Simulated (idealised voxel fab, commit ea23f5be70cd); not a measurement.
The following is a process module called voxel gate over fins.
Xsec cut, 275 nm wide, square cell size 5 nm.
Format of a cross-section: grid, square cells. Given as bands. Order: top down. Band: one or more rows of cells. It is stipulated that each band's entry specify, in nanometres, the height of the top of the band and then that of its bottom, followed by the materials of the band in left-to-right sequence, each together with its width in nanometres. A single material marked by the word "all across" is understood to fill the band from edge to edge; the word "empty" is understood to denote empty space. Heights are expressed relative to 0, this being the level below which the as-received wafer comprises one material exclusively. The lowest band is unbounded in the downward direction and is denoted as in "0..down". When a width is written as two numbers, as in "30 to 40", the first number is the width in the top row of cells of the band and the second is the width in its bottom row, and the width changes by the same amount from each row to the next. Where the words "remains unaltered" appear for a step, the cross-section shows no cell changed by that step; every cell remained as before. Reported under the label "Enclosed void listing" are the empty spaces having no open way to the top and comprising 8 cells or more; the notation for each is width x height at distance, in which the distance is measured from the left edge and all three values are in nm. Where a step's line continues beyond its settings, the continuation is a remark by the simulator itself on that step. Steps that use a mask can have "overlay nm" on their line. It says how far the mask sat to the right of where it was meant to be. Negative means to the left.
Here's what the planned process steps look like
| 1 | RECEIVE [material Si] |
| 2 | CONFORMAL_DEP [material SiN] [thk nm 10] |
| 3 | MASKED_ETCH [tone cover] [mask id FINS] [width nm 15] [pitch nm 55] [etch materials SiN] [depth nm 10] [overlay nm 0] |
| 4 | MASKED_ETCH [tone cover] [mask id FINS] [width nm 15] [pitch nm 55] [etch materials Si] [depth nm 35] [overlay nm 0] |
| 5 | FILL_DEP [material SiO2] [thk nm 10] |
| 6 | CMP [height nm 10] |
| 7 | PATTERN [tone open] [mask id RAIL] [material resist] [width nm 15] [thk nm 15] [overlay nm 0] |
| 8 | DIRECTIONAL_ETCH [etch materials SiO2] [depth nm 40] |
| 9 | STRIP [etch materials resist] |
| 10 | CONFORMAL_DEP [material TiN] [thk nm 5] |
| 11 | FILL_DEP [material W] [thk nm 10] |
| 12 | CMP [height nm 10] |
| 13 | SELECTIVE_ETCH [etch materials W Ru TiN] [depth nm 30] |
| 14 | FILL_DEP [material SiO2] [thk nm 5] |
| 15 | CMP [height nm 10] |
| 16 | SELECTIVE_ETCH [etch materials SiO2] [depth nm 25] |
| 17 | STRIP [etch materials SiN] |
| 18 | CONFORMAL_DEP [material HfO2] [thk nm 5] |
| 19 | CONFORMAL_DEP [material TiN] [thk nm 5] |
| 20 | CONFORMAL_DEP [material TiAl] [thk nm 5] |
| 21 | CONFORMAL_DEP [material TiN] [thk nm 5] |
| 22 | FILL_DEP [material W] [thk nm 10] |
| 23 | CMP [height nm 25] |
| 24 | CONFORMAL_DEP [material SiN] [thk nm 10] |
Don't read the plan's width nm for step 7 as applying to every wafer: that's the first wafer's value, and the wafers differ in it, though they all start identical.
Cut through the first of several wafers as received, post step 1
  0..down | Si all across
  Enclosed void listing: none
Module finished, last step 24 done: cross-section of the first of several wafers
  35..25 | SiN all across
  25..20 | W all across
  20..15 | W: 80, then TiN: 110, then W: 85
  15..10 | W: 80, then TiN: 5, then TiAl: 45, then TiN: 10, then TiAl: 45, then TiN: 5, then W: 85
  10..5 | W: 80, then TiN: 5, then TiAl: 5, then TiN: 35, then TiAl: 5, then TiN: 10, then TiAl: 5, then TiN: 35, then TiAl: 5, then TiN: 5, then W: 85
  5..0 | TiN: 85, then TiAl: 5, then TiN: 5, then HfO2: 25, then TiN: 5, then TiAl: 5, then TiN: 10, then TiAl: 5, then TiN: 5, then HfO2: 25, then TiN: 5, then TiAl: 5, then TiN: 90
  0..-5 | TiAl: 90, then TiN: 5, then HfO2: 5, then Si: 15, then HfO2: 5, then TiN: 5, then TiAl: 20, then TiN: 5, then HfO2: 5, then Si: 15, then HfO2: 5, then TiN: 5, then TiAl: 95
  -5..-10 | TiN: 95, then HfO2: 5, then Si: 15, then HfO2: 5, then TiN: 30, then HfO2: 5, then Si: 15, then HfO2: 5, then TiN: 100
  -10..-15 | HfO2: 100, then Si: 15, then HfO2: 40, then Si: 15, then HfO2: 105
  -15..-20 | SiO2: 100, then Si: 15, then SiO2: 40, then Si: 15, then SiO2: 105
  -20..-25 | SiO2: 100, then Si: 15, then SiO2: 10, then TiN: 5, then W: 5, then TiN: 5, then SiO2: 15, then Si: 15, then SiO2: 105
  -25..-30 | SiO2: 100, then Si: 15, then SiO2: 10, then TiN: 15, then SiO2: 15, then Si: 15, then SiO2: 105
  -30..-35 | SiO2: 100, then Si: 15, then SiO2: 40, then Si: 15, then SiO2: 105
  -35..down | Si all across
  Enclosed void listing: none
So this is the cross-section on the last wafer at the end of the module
  35..25 | SiN all across
  25..20 | W all across
  20..15 | W: 80, then TiN: 110, then W: 85
  15..10 | W: 80, then TiN: 5, then TiAl: 45, then TiN: 10, then TiAl: 45, then TiN: 5, then W: 85
  10..5 | W: 80, then TiN: 5, then TiAl: 5, then TiN: 35, then TiAl: 5, then TiN: 10, then TiAl: 5, then TiN: 35, then TiAl: 5, then TiN: 5, then W: 85
  5..0 | TiN: 85, then TiAl: 5, then TiN: 5, then HfO2: 25, then TiN: 5, then TiAl: 5, then TiN: 10, then TiAl: 5, then TiN: 5, then HfO2: 25, then TiN: 5, then TiAl: 5, then TiN: 90
  0..-5 | TiAl: 90, then TiN: 5, then HfO2: 5, then Si: 15, then HfO2: 5, then TiN: 5, then TiAl: 20, then TiN: 5, then HfO2: 5, then Si: 15, then HfO2: 5, then TiN: 5, then TiAl: 95
  -5..-10 | TiN: 95, then HfO2: 5, then Si: 15, then HfO2: 5, then TiN: 30, then HfO2: 5, then Si: 15, then HfO2: 5, then TiN: 100
  -10..-15 | HfO2: 100, then Si: 15, then HfO2: 40, then Si: 15, then HfO2: 105
  -15..-20 | SiO2: 100, then Si: 15, then SiO2: 40, then Si: 15, then SiO2: 105
  -20..-25 | SiO2: 100, then Si: 15, then SiO2: 5, then TiN: 5, then W: 20, then TiN: 5, then SiO2: 5, then Si: 15, then SiO2: 105
  -25..-30 | SiO2: 100, then Si: 15, then SiO2: 5, then TiN: 30, then SiO2: 5, then Si: 15, then SiO2: 105
  -30..-35 | SiO2: 100, then Si: 15, then SiO2: 40, then Si: 15, then SiO2: 105
  -35..down | Si all across
  Enclosed void listing: none
Per wafer (row), end of module: delta in cells per material since receipt, (+) for gained, (-) for lost; closed voids after that
width nm 15, +67 HfO2, -343 Si, +110 SiN, +190 SiO2, +67 TiAl, +139 TiN, +155 W, Enclosed void listing: none
width nm 20, +67 HfO2, -343 Si, +110 SiN, +188 SiO2, +67 TiAl, +140 TiN, +156 W, Enclosed void listing: none
width nm 25, +67 HfO2, -343 Si, +110 SiN, +186 SiO2, +67 TiAl, +141 TiN, +157 W, Enclosed void listing: none
width nm 30, +67 HfO2, -343 Si, +110 SiN, +184 SiO2, +67 TiAl, +142 TiN, +158 W, Enclosed void listing: none
